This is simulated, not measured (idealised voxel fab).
Name of the process module below: voxel capacitor over wiring
Section shown: cut. Width: 150 nm. Cell size: 5 nm, square.
In this document a cross-section is written as a grid of square cells. It is given as a series of bands, listed from the top down, and a band is one or more rows of cells.
A band entry consists of two parts. The first gives the height of the band's top and the height of its bottom, in nm. The rest lists the band's materials from left to right, each with its width in nm. A single material labelled with the word "all across" fills the band from edge to edge, and the word "empty" marks empty space.
The level at which height equals 0 is the one under which the wafer, as it arrives, is entirely one material. No lower edge exists for the bottom band, which continues downward and is notated as in "0 -> down".
The notation "30->40" denotes a width that varies across the rows of cells in the band, beginning at the first number in the top row, finishing at the second number in the bottom row, and changing by an identical amount from each row to the next.
Given "nothing changed" for a step, no cell of the cross-section differs between before and after that step.
Entry "Closed void inventory" = empty spaces >= 8 cells with no open way to the top; each as width x height at distance, distance from left edge, all nm.
Formally, on a step line, whatever follows the settings is a remark that the simulator itself makes on the step.
Each step line may optionally specify "overlay nm", which for a step with a mask gives the rightward distance between the mask's planned place and where it lay, a negative value indicating the leftward direction.
## Planned step list for the process
1,RECEIVE, material Si
2,CONFORMAL_DEP, material SiO2, thk nm 15
3,CONFORMAL_DEP, material SiCN, thk nm 5
4,DIRECTIONAL_DEP, material SiO2, thk nm 25
5,PATTERN, tone open, mask id METAL_1, material resist, width nm 20, pitch nm 90, thk nm 15, overlay nm 0
6,DIRECTIONAL_ETCH, etch materials SiO2, depth nm 25
7,DIRECTIONAL_ETCH, etch materials SiCN, depth nm 5
8,STRIP, etch materials resist
9,CONFORMAL_DEP, material TiN, thk nm 5
10,FILL_DEP, material W, thk nm 10
11,CMP, height nm 45
12,CONFORMAL_DEP, material SiCN, thk nm 5
13,DIRECTIONAL_DEP, material lowk, thk nm 10
14,MASKED_ETCH, tone open, mask id PLUG_1, width nm 15, etch materials lowk, depth nm 10, overlay nm 0
15,MASKED_ETCH, tone open, mask id PLUG_1, width nm 15, etch materials SiCN, depth nm 5, overlay nm 0
16,EPI, material Ru, thk nm 10
17,EPI, material Ru, thk nm 5
18,DIRECTIONAL_DEP, material TiN, thk nm 10
19,DIRECTIONAL_DEP, material HfO2, thk nm 5
20,DIRECTIONAL_DEP, material TiN, thk nm 10
21,MASKED_ETCH, tone cover, mask id UPPER_PLATE, width nm 75, etch materials TiN, depth nm 10, overlay nm 0
22,MASKED_ETCH, tone cover, mask id UPPER_PLATE, width nm 75, etch materials HfO2, depth nm 5, overlay nm 0
23,DIRECTIONAL_DEP, material aC, thk nm 15
24,PATTERN, tone cover, mask id LOWER_PLATE, material resist, width nm 85, thk nm 35, overlay nm 0
25,DIRECTIONAL_ETCH, etch materials aC, depth nm 15
26,STRIP, etch materials resist
27,DIRECTIONAL_ETCH, etch materials TiN, depth nm 10
28,STRIP, etch materials aC
29,FILL_DEP, material SiO2, thk nm 20
30,CMP, height nm 100
31,MASKED_ETCH, tone open, mask id PLUG_2, width nm 15, etch materials SiO2, depth nm 15, overlay nm 0
32,CONFORMAL_DEP, material TiN, thk nm 5
33,FILL_DEP, material Cu, thk nm 5
34,CMP, height nm 100
35,CONFORMAL_DEP, material SiCN, thk nm 5
## Wafer as received: cross-section following step 1
    0 -> down | Si all across
    Closed void inventory: none
## Figure: cross-sectional view of the wafer upon completion of the module, processed from the initial state and according to the plan depicted above, with one error introduced during execution
    105 -> 100 | SiCN all across
    100 -> 90 | SiO2 35; TiN 5; Cu 5; TiN 5; SiO2 100
    90 -> 85 | SiO2 35; TiN 15; SiO2 100
    85 -> 75 | SiO2 40; TiN 60; SiO2 50
    75 -> 70 | SiO2 40; HfO2 60; SiO2 50
    70 -> 60 | SiO2 20; TiN 85; SiO2 45
    60 -> 55 | lowk 25; HfO2 15; lowk 110
    55 -> 50 | lowk 25; TiN 15; lowk 110
    50 -> 45 | SiCN 25; TiN 15; SiCN 110
    45 -> 20 | W 15; TiN 5; SiO2 20; TiN 5; W 60; TiN 5; SiO2 20; TiN 5; W 15
    20 -> 15 | TiN 20; SiCN 20; TiN 70; SiCN 20; TiN 20
    15 -> 0 | SiO2 all across
    0 -> down | Si all across
    Closed void inventory: none
Misprocessing identified: the process deviated at step 5: the operation and settings actually run there were PATTERN, tone cover, mask id METAL_1, material resist, width nm 20, pitch nm 90, thk nm 15, overlay nm 0
